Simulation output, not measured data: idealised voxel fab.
process module | voxel ribs on slabs
cross-section cut | 190 nm wide | cells 5 nm
A cross-section is a grid of square cells, given in bands from the top down. A band is one or more rows of cells.
Each band's line starts with the height of the band's top and of its bottom, in nm. Then come its materials from left to right, each with its width in nm. One material with "throughout" fills the band from edge to edge. "air" is empty space.
Height 0 is the level under which the wafer as received is all one material. The lowest band goes on downwards, as in "0 down".
A width such as "30 to 40" changes by the same amount from each row of cells to the next, from the band's top row to its bottom row.
"no change" after a step means that no cell of the cross-section changed.
closed voids: empty space of 8 cells or more with no open way to the top, each as width x height at its distance from the left edge, in nm
after a step's settings: what the simulator itself notes on the step
overlay nm, on a step with a mask: how far to the right of its planned place the mask lay; to the left if negative
plan
1 op RECEIVE | material Si
2 op DIRECTIONAL_DEP | material SiO2 | thk nm 20
3 op DIRECTIONAL_DEP | material SiN | thk nm 20
4 op DIRECTIONAL_DEP | material aC | thk nm 15
5 op PATTERN | tone cover | mask id RIB | material resist | width nm 20 | thk nm 30 | overlay nm 0
6 op DIRECTIONAL_ETCH | etch materials aC | depth nm 15
7 op STRIP | etch materials resist
8 op DIRECTIONAL_ETCH | etch materials SiN | depth nm 10
9 op STRIP | etch materials aC
10 op PATTERN | tone cover | mask id SLAB | material resist | width nm 70 | thk nm 15 | overlay nm 0
11 op DIRECTIONAL_ETCH | etch materials SiN | depth nm 10
12 op STRIP | etch materials resist
13 op FILL_DEP | material SiO2 | thk nm 30
14 op CMP | height nm 60
15 op DIRECTIONAL_DEP | material W | thk nm 5
16 op DIRECTIONAL_DEP | material aC | thk nm 15
17 op PATTERN | tone cover | mask id HEATER | material resist | width nm 30 | thk nm 30 | overlay nm 0
18 op DIRECTIONAL_ETCH | etch materials aC | depth nm 15
19 op STRIP | etch materials resist
20 op DIRECTIONAL_ETCH | etch materials W | depth nm 5
21 op STRIP | etch materials aC
22 op CONFORMAL_DEP | material SiN | thk nm 5
first wafer, as planned
as received, after step 1
  0 down: Si throughout
  closed voids: none
after step 2
  20 to 0: SiO2 throughout
  below 0: unchanged
after step 3
  40 to 20: SiN throughout
  below 20: unchanged
after step 4
  55 to 40: aC throughout
  below 40: unchanged
after step 5
  85 to 55: air 85 | resist 20 | air 85
  below 55: unchanged
after step 6
  70 to 55: air 85 | resist 20 | air 85
  55 to 40: air 85 | aC 20 | air 85
  below 40: unchanged
after step 7
  55 to 40: air 85 | aC 20 | air 85
  below 40: unchanged
after step 8
  55 to 40: air 85 | aC 20 | air 85
  40 to 30: air 85 | SiN 20 | air 85
  below 30: unchanged
after step 9
  40 to 30: air 85 | SiN 20 | air 85
  below 30: unchanged
after step 10
  55 to 40: air 60 | resist 70 | air 60
  40 to 30: air 60 | resist 25 | SiN 20 | resist 25 | air 60
  below 30: unchanged
after step 11
  55 to 40: air 60 | resist 70 | air 60
  40 to 30: air 60 | resist 25 | SiN 20 | resist 25 | air 60
  30 to 20: air 60 | SiN 70 | air 60
  below 20: unchanged
after step 12
  40 to 30: air 85 | SiN 20 | air 85
  below 30: unchanged
after step 13
  70 to 40: SiO2 throughout
  40 to 30: SiO2 85 | SiN 20 | SiO2 85
  30 to 20: SiO2 60 | SiN 70 | SiO2 60
  below 20: unchanged
after step 14
  60 to 40: SiO2 throughout
  below 40: unchanged
after step 15
  65 to 60: W throughout
  below 60: unchanged
after step 16
  80 to 65: aC throughout
  below 65: unchanged
after step 17
  110 to 80: air 80 | resist 30 | air 80
  below 80: unchanged
after step 18
  95 to 80: air 80 | resist 30 | air 80
  80 to 65: air 80 | aC 30 | air 80
  below 65: unchanged
after step 19
  80 to 65: air 80 | aC 30 | air 80
  below 65: unchanged
after step 20
  80 to 65: air 80 | aC 30 | air 80
  65 to 60: air 80 | W 30 | air 80
  below 60: unchanged
after step 21
  65 to 60: air 80 | W 30 | air 80
  below 60: unchanged
after step 22
  70 to 65: air 75 | SiN 40 | air 75
  65 to 60: SiN 80 | W 30 | SiN 80
  below 60: unchanged
second wafer: like start, like plan, one mistake. Through step 2 it matches the first wafer
when step 3 should have ended
  50 to 20: SiN throughout
  below 20: unchanged
when step 4 should have ended
  65 to 50: aC throughout
  below 50: unchanged
when step 5 should have ended
  95 to 65: air 85 | resist 20 | air 85
  below 65: unchanged
when step 6 should have ended
  80 to 65: air 85 | resist 20 | air 85
  65 to 50: air 85 | aC 20 | air 85
  below 50: unchanged
when step 7 should have ended
  65 to 50: air 85 | aC 20 | air 85
  below 50: unchanged
when step 8 should have ended
  65 to 50: air 85 | aC 20 | air 85
  50 to 40: air 85 | SiN 20 | air 85
  below 40: unchanged
when step 9 should have ended
  50 to 40: air 85 | SiN 20 | air 85
  below 40: unchanged
when step 10 should have ended
  65 to 50: air 60 | resist 70 | air 60
  50 to 40: air 60 | resist 25 | SiN 20 | resist 25 | air 60
  below 40: unchanged
when step 11 should have ended
  65 to 50: air 60 | resist 70 | air 60
  50 to 40: air 60 | resist 25 | SiN 20 | resist 25 | air 60
  40 to 30: air 60 | SiN 70 | air 60
  below 30: unchanged
when step 12 should have ended
  50 to 40: air 85 | SiN 20 | air 85
  below 40: unchanged
when step 13 should have ended
  80 to 50: SiO2 throughout
  50 to 40: SiO2 85 | SiN 20 | SiO2 85
  40 to 30: SiO2 60 | SiN 70 | SiO2 60
  below 30: unchanged
when step 14 should have ended
  60 to 50: SiO2 throughout
  below 50: unchanged
when step 15 should have ended
  65 to 60: W throughout
  below 60: unchanged
when step 16 should have ended
  80 to 65: aC throughout
  below 65: unchanged
when step 17 should have ended
  110 to 80: air 80 | resist 30 | air 80
  below 80: unchanged
when step 18 should have ended
  95 to 80: air 80 | resist 30 | air 80
  80 to 65: air 80 | aC 30 | air 80
  below 65: unchanged
when step 19 should have ended
  80 to 65: air 80 | aC 30 | air 80
  below 65: unchanged
when step 20 should have ended
  80 to 65: air 80 | aC 30 | air 80
  65 to 60: air 80 | W 30 | air 80
  below 60: unchanged
when step 21 should have ended
  65 to 60: air 80 | W 30 | air 80
  below 60: unchanged
when step 22 should have ended
  70 to 65: air 75 | SiN 40 | air 75
  65 to 60: SiN 80 | W 30 | SiN 80
  below 60: unchanged
what went wrong: step 3 ran as: op DIRECTIONAL_DEP | material SiN | thk nm 30
at the end the second wafer has, in cells: 76 more of SiN | 76 fewer of SiO2
